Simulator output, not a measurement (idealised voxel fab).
Documented hereafter: the process module known as voxel lift off.
In the cross-section labelled cut, the width is 155 nm and each square cell is 5 nm.
Cross-section spec: square-cell grid; bands listed top down; each band is one or more rows.
For a band, the entry starts with two heights in nm, that of the top and then that of the bottom, and carries on with the band's materials in order from left to right, each alongside its width in nm; the word "all across" beside a single material means it fills the band edge to edge, and "empty" means empty space.
Heights are measured from 0, the level below which the as-received wafer is all one material; the lowest band has no bottom and continues downward, written as in "0 -> down".
Read "30 to 40" as a graded width: first number on top, second number at the bottom, same change between each pair of neighbouring rows.
"nothing was modified" -> step changed no cross-section cell.
Basically, "Enclosed internal voids" tells you about the enclosed voids: empty spaces with no open way to the top, 8 cells or bigger, each written width x height at distance, where distance is from the left edge, all in nm.
Formally, on a step line, whatever follows the settings is a remark that the simulator itself makes on the step.
When a step includes a mask, the "overlay nm" setting on its line states how far to the right of its planned place that mask lay, and negative values state how far to the left.
**Here's what the planned process steps look like**
1 RECEIVE: material Si
2 CONFORMAL_DEP: material SiN, thk nm 10
3 PATTERN: tone open, mask id LINES, material resist, width nm 15, pitch nm 35, thk nm 25, overlay nm 0
4 DIRECTIONAL_DEP: material Ru, thk nm 15
5 STRIP: etch materials resist
6 CONFORMAL_DEP: material SiCN, thk nm 10
**Account of the first of two wafers, which was processed as intended**
**Cross-section of the wafer as it came to us, i.e., already through step 1**
  0 -> down = Si all across
  Enclosed internal voids: none
**Wafer section view after processing step 2**
  10 -> 0 = SiN all across
  Rest of section, below 0: as before.
**Wafer section view after processing step 3**
  35 -> 10 = 15 resist  15 empty  20 resist  15 empty  20 resist  15 empty  20 resist  15 empty  20 resist
  Rest of section, below 10: as before.
**Wafer section view after processing step 4**
  50 -> 35 = 15 Ru  15 empty  20 Ru  15 empty  20 Ru  15 empty  20 Ru  15 empty  20 Ru
  35 -> 25 = 15 resist  15 empty  20 resist  15 empty  20 resist  15 empty  20 resist  15 empty  20 resist
  25 -> 10 = 15 resist  15 Ru  20 resist  15 Ru  20 resist  15 Ru  20 resist  15 Ru  20 resist
  Rest of section, below 10: as before.
**Wafer section view after processing step 5**
  25 -> 10 = 15 empty  15 Ru  20 empty  15 Ru  20 empty  15 Ru  20 empty  15 Ru  20 empty
  Rest of section, below 10: as before.
**Wafer section view after processing step 6**
  35 -> 25 = 5 empty  140 SiCN  10 empty
  25 -> 20 = 5 empty  10 SiCN  15 Ru  20 SiCN  15 Ru  20 SiCN  15 Ru  20 SiCN  15 Ru  10 SiCN  10 empty
  20 -> 10 = 15 SiCN  15 Ru  20 SiCN  15 Ru  20 SiCN  15 Ru  20 SiCN  15 Ru  20 SiCN
  Rest of section, below 10: as before.
**Notes, second wafer: start = first wafer's, plan = first wafer's, execution had one mistake; history identical to first through step 1**
Cross-section, second wafer, at the end time the plan gives for step 2: nothing was modified
**Cross-section, second wafer, at the end time the plan gives for step 3**
  25 -> 0 = 15 resist  15 empty  20 resist  15 empty  20 resist  15 empty  20 resist  15 empty  20 resist
  Rest of section, below 0: as before.
**Cross-section, second wafer, at the end time the plan gives for step 4**
  40 -> 25 = 15 Ru  15 empty  20 Ru  15 empty  20 Ru  15 empty  20 Ru  15 empty  20 Ru
  25 -> 15 = 15 resist  15 empty  20 resist  15 empty  20 resist  15 empty  20 resist  15 empty  20 resist
  15 -> 0 = 15 resist  15 Ru  20 resist  15 Ru  20 resist  15 Ru  20 resist  15 Ru  20 resist
  Rest of section, below 0: as before.
**Cross-section, second wafer, at the end time the plan gives for step 5**
  15 -> 0 = 15 empty  15 Ru  20 empty  15 Ru  20 empty  15 Ru  20 empty  15 Ru  20 empty
  Rest of section, below 0: as before.
**Cross-section, second wafer, at the end time the plan gives for step 6**
  25 -> 15 = 5 empty  140 SiCN  10 empty
  15 -> 10 = 5 empty  10 SiCN  15 Ru  20 SiCN  15 Ru  20 SiCN  15 Ru  20 SiCN  15 Ru  10 SiCN  10 empty
  10 -> 0 = 15 SiCN  15 Ru  20 SiCN  15 Ru  20 SiCN  15 Ru  20 SiCN  15 Ru  20 SiCN
  Rest of section, below 0: as before.
Diagnosis: it should be noted that step 2 of the plan was omitted and was not performed
The closing comparison, in cells, has the second wafer with more or fewer of some materials than the first: 62 fewer of SiN
